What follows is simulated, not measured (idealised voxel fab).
Documented hereafter: the process module known as voxel ribs on slabs.
We display cut, a cross-section 280 nm in width whose square cells are each 5 nm.
Think of the cross-section as a grid of square cells. We describe it in bands, top to bottom, and each band covers one or more rows of those cells. First you get the band's top height and its bottom height, in nm, and then the materials it's made of, left to right, with each width in nm. If you see a single material with "everywhere", that one covers the band edge to edge. "air" is empty space. Below 0: as-received wafer, all one material; heights counted from there. Lowest band: no bottom, goes on down, written "0 down". A width given as "30->40" starts at the first number in the band's top row and ends at the second number in its bottom row, shifting by an equal amount at every step from row to row. Key: "no change occurred" - step with no changed cell in the cross-section. Closed-off voids of 8+ cells (no open route to the top) go in "Unvented cavities", written width x height at distance from the left edge, in nm. after a step's settings: what the simulator itself notes on the step. The line of a step may include "overlay nm". On a step with a mask, this value is how far to the right of its planned place the mask lay. A negative value means the mask lay to the left.
## Intended process steps
1) RECEIVE: material Si
2) DIRECTIONAL_DEP: material SiO2, thk nm 25
3) DIRECTIONAL_DEP: material polySi, thk nm 15
4) DIRECTIONAL_DEP: material aC, thk nm 10
5) PATTERN: tone cover, mask id RIB, material resist, width nm 15, thk nm 30, overlay nm 0
6) DIRECTIONAL_ETCH: etch materials aC, depth nm 10
7) STRIP: etch materials resist
8) DIRECTIONAL_ETCH: etch materials polySi, depth nm 10
9) STRIP: etch materials aC
10) DIRECTIONAL_DEP: material aC, thk nm 15
11) PATTERN: tone cover, mask id SLAB, material resist, width nm 55, thk nm 35, overlay nm 0
12) DIRECTIONAL_ETCH: etch materials aC, depth nm 15
13) STRIP: etch materials resist
14) DIRECTIONAL_ETCH: etch materials polySi, depth nm 5
15) STRIP: etch materials aC
16) FILL_DEP: material SiO2, thk nm 20
17) CMP: height nm 50
18) DIRECTIONAL_DEP: material TiN, thk nm 5
19) DIRECTIONAL_DEP: material aC, thk nm 15
20) PATTERN: tone cover, mask id HEATER, material resist, width nm 25, thk nm 35, overlay nm 0
21) DIRECTIONAL_ETCH: etch materials aC, depth nm 15
22) STRIP: etch materials resist
23) DIRECTIONAL_ETCH: etch materials TiN, depth nm 5
24) STRIP: etch materials aC
25) CONFORMAL_DEP: material SiO2, thk nm 10
## The following pertains to the first of two wafers, which was processed as planned
## Wafer cross-section on receipt, i.e. after step 1
* 0 down | Si everywhere
* Unvented cavities: none
## The wafer in cross-section once step 2 is complete
* 25 to 0 | SiO2 everywhere
* Whatever lies below 0 is exactly as it was before.
## The wafer in cross-section once step 3 is complete
* 40 to 25 | polySi everywhere
* Whatever lies below 25 is exactly as it was before.
## The wafer in cross-section once step 4 is complete
* 50 to 40 | aC everywhere
* Whatever lies below 40 is exactly as it was before.
## The wafer in cross-section once step 5 is complete
* 80 to 50 | air: 130  resist: 15  air: 135
* Whatever lies below 50 is exactly as it was before.
## The wafer in cross-section once step 6 is complete
* 70 to 50 | air: 130  resist: 15  air: 135
* 50 to 40 | air: 130  aC: 15  air: 135
* Whatever lies below 40 is exactly as it was before.
## The wafer in cross-section once step 7 is complete
* 50 to 40 | air: 130  aC: 15  air: 135
* Whatever lies below 40 is exactly as it was before.
## The wafer in cross-section once step 8 is complete
* 50 to 40 | air: 130  aC: 15  air: 135
* 40 to 30 | air: 130  polySi: 15  air: 135
* Whatever lies below 30 is exactly as it was before.
## The wafer in cross-section once step 9 is complete
* 40 to 30 | air: 130  polySi: 15  air: 135
* Whatever lies below 30 is exactly as it was before.
## The wafer in cross-section once step 10 is complete
* 55 to 45 | air: 130  aC: 15  air: 135
* 45 to 40 | aC everywhere
* 40 to 30 | aC: 130  polySi: 15  aC: 135
* Whatever lies below 30 is exactly as it was before.
## The wafer in cross-section once step 11 is complete
* 90 to 55 | air: 110  resist: 55  air: 115
* 55 to 45 | air: 110  resist: 20  aC: 15  resist: 20  air: 115
* Whatever lies below 45 is exactly as it was before.
## The wafer in cross-section once step 12 is complete
* 75 to 55 | air: 110  resist: 55  air: 115
* 55 to 45 | air: 110  resist: 20  aC: 15  resist: 20  air: 115
* 45 to 40 | air: 110  aC: 55  air: 115
* 40 to 30 | air: 110  aC: 20  polySi: 15  aC: 20  air: 115
* Whatever lies below 30 is exactly as it was before.
## The wafer in cross-section once step 13 is complete
* 55 to 45 | air: 130  aC: 15  air: 135
* Whatever lies below 45 is exactly as it was before.
## The wafer in cross-section once step 14 is complete
* 55 to 45 | air: 130  aC: 15  air: 135
* 45 to 40 | air: 110  aC: 55  air: 115
* 40 to 30 | air: 110  aC: 20  polySi: 15  aC: 20  air: 115
* 30 to 25 | air: 110  polySi: 55  air: 115
* Whatever lies below 25 is exactly as it was before.
## The wafer in cross-section once step 15 is complete
* 40 to 30 | air: 130  polySi: 15  air: 135
* Whatever lies below 30 is exactly as it was before.
## The wafer in cross-section once step 16 is complete
* 60 to 40 | SiO2 everywhere
* 40 to 30 | SiO2: 130  polySi: 15  SiO2: 135
* 30 to 25 | SiO2: 110  polySi: 55  SiO2: 115
* Whatever lies below 25 is exactly as it was before.
## The wafer in cross-section once step 17 is complete
* 50 to 40 | SiO2 everywhere
* Whatever lies below 40 is exactly as it was before.
## The wafer in cross-section once step 18 is complete
* 55 to 50 | TiN everywhere
* Whatever lies below 50 is exactly as it was before.
## The wafer in cross-section once step 19 is complete
* 70 to 55 | aC everywhere
* Whatever lies below 55 is exactly as it was before.
## The wafer in cross-section once step 20 is complete
* 105 to 70 | air: 125  resist: 25  air: 130
* Whatever lies below 70 is exactly as it was before.
## The wafer in cross-section once step 21 is complete
* 90 to 70 | air: 125  resist: 25  air: 130
* 70 to 55 | air: 125  aC: 25  air: 130
* Whatever lies below 55 is exactly as it was before.
## The wafer in cross-section once step 22 is complete
* 70 to 55 | air: 125  aC: 25  air: 130
* Whatever lies below 55 is exactly as it was before.
## The wafer in cross-section once step 23 is complete
* 70 to 55 | air: 125  aC: 25  air: 130
* 55 to 50 | air: 125  TiN: 25  air: 130
* Whatever lies below 50 is exactly as it was before.
## The wafer in cross-section once step 24 is complete
* 55 to 50 | air: 125  TiN: 25  air: 130
* Whatever lies below 50 is exactly as it was before.
## The wafer in cross-section once step 25 is complete
* 65 to 60 | air: 115  SiO2: 45  air: 120
* 60 to 55 | SiO2 everywhere
* 55 to 50 | SiO2: 125  TiN: 25  SiO2: 130
* Whatever lies below 50 is exactly as it was before.
## Wafer two of the pair: same origin, same plan, one error during the run; identical to wafer one up to and including step 4
## Cross-sectional view of the second wafer at the intended end time of process step 5
* 80 to 50 | air: 135  resist: 15  air: 130
* Whatever lies below 50 is exactly as it was before.
## Cross-sectional view of the second wafer at the intended end time of process step 6
* 70 to 50 | air: 135  resist: 15  air: 130
* 50 to 40 | air: 135  aC: 15  air: 130
* Whatever lies below 40 is exactly as it was before.
## Cross-sectional view of the second wafer at the intended end time of process step 7
* 50 to 40 | air: 135  aC: 15  air: 130
* Whatever lies below 40 is exactly as it was before.
## Cross-sectional view of the second wafer at the intended end time of process step 8
* 50 to 40 | air: 135  aC: 15  air: 130
* 40 to 30 | air: 135  polySi: 15  air: 130
* Whatever lies below 30 is exactly as it was before.
## Cross-sectional view of the second wafer at the intended end time of process step 9
* 40 to 30 | air: 135  polySi: 15  air: 130
* Whatever lies below 30 is exactly as it was before.
## Cross-sectional view of the second wafer at the intended end time of process step 10
* 55 to 45 | air: 135  aC: 15  air: 130
* 45 to 40 | aC everywhere
* 40 to 30 | aC: 135  polySi: 15  aC: 130
* Whatever lies below 30 is exactly as it was before.
## Cross-sectional view of the second wafer at the intended end time of process step 11
* 90 to 55 | air: 110  resist: 55  air: 115
* 55 to 45 | air: 110  resist: 25  aC: 15  resist: 15  air: 115
* Whatever lies below 45 is exactly as it was before.
## Cross-sectional view of the second wafer at the intended end time of process step 12
* 75 to 55 | air: 110  resist: 55  air: 115
* 55 to 45 | air: 110  resist: 25  aC: 15  resist: 15  air: 115
* 45 to 40 | air: 110  aC: 55  air: 115
* 40 to 30 | air: 110  aC: 25  polySi: 15  aC: 15  air: 115
* Whatever lies below 30 is exactly as it was before.
## Cross-sectional view of the second wafer at the intended end time of process step 13
* 55 to 45 | air: 135  aC: 15  air: 130
* Whatever lies below 45 is exactly as it was before.
## Cross-sectional view of the second wafer at the intended end time of process step 14
* 55 to 45 | air: 135  aC: 15  air: 130
* 45 to 40 | air: 110  aC: 55  air: 115
* 40 to 30 | air: 110  aC: 25  polySi: 15  aC: 15  air: 115
* 30 to 25 | air: 110  polySi: 55  air: 115
* Whatever lies below 25 is exactly as it was before.
## Cross-sectional view of the second wafer at the intended end time of process step 15
* 40 to 30 | air: 135  polySi: 15  air: 130
* Whatever lies below 30 is exactly as it was before.
## Cross-sectional view of the second wafer at the intended end time of process step 16
* 60 to 40 | SiO2 everywhere
* 40 to 30 | SiO2: 135  polySi: 15  SiO2: 130
* 30 to 25 | SiO2: 110  polySi: 55  SiO2: 115
* Whatever lies below 25 is exactly as it was before.
## Cross-sectional view of the second wafer at the intended end time of process step 17
* 50 to 40 | SiO2 everywhere
* Whatever lies below 40 is exactly as it was before.
## Cross-sectional view of the second wafer at the intended end time of process step 18
* 55 to 50 | TiN everywhere
* Whatever lies below 50 is exactly as it was before.
## Cross-sectional view of the second wafer at the intended end time of process step 19
* 70 to 55 | aC everywhere
* Whatever lies below 55 is exactly as it was before.
## Cross-sectional view of the second wafer at the intended end time of process step 20
* 105 to 70 | air: 125  resist: 25  air: 130
* Whatever lies below 70 is exactly as it was before.
## Cross-sectional view of the second wafer at the intended end time of process step 21
* 90 to 70 | air: 125  resist: 25  air: 130
* 70 to 55 | air: 125  aC: 25  air: 130
* Whatever lies below 55 is exactly as it was before.
## Cross-sectional view of the second wafer at the intended end time of process step 22
* 70 to 55 | air: 125  aC: 25  air: 130
* Whatever lies below 55 is exactly as it was before.
## Cross-sectional view of the second wafer at the intended end time of process step 23
* 70 to 55 | air: 125  aC: 25  air: 130
* 55 to 50 | air: 125  TiN: 25  air: 130
* Whatever lies below 50 is exactly as it was before.
## Cross-sectional view of the second wafer at the intended end time of process step 24
* 55 to 50 | air: 125  TiN: 25  air: 130
* Whatever lies below 50 is exactly as it was before.
## Cross-sectional view of the second wafer at the intended end time of process step 25
* 65 to 60 | air: 115  SiO2: 45  air: 120
* 60 to 55 | SiO2 everywhere
* 55 to 50 | SiO2: 125  TiN: 25  SiO2: 130
* Whatever lies below 50 is exactly as it was before.
Where did the run depart from the plan? the process deviated at step 5: the operation and settings actually run there were PATTERN: tone cover, mask id RIB, material resist, width nm 15, thk nm 30, overlay nm 5
End check, second vs first wafer: material counts in cells match, positions do not.
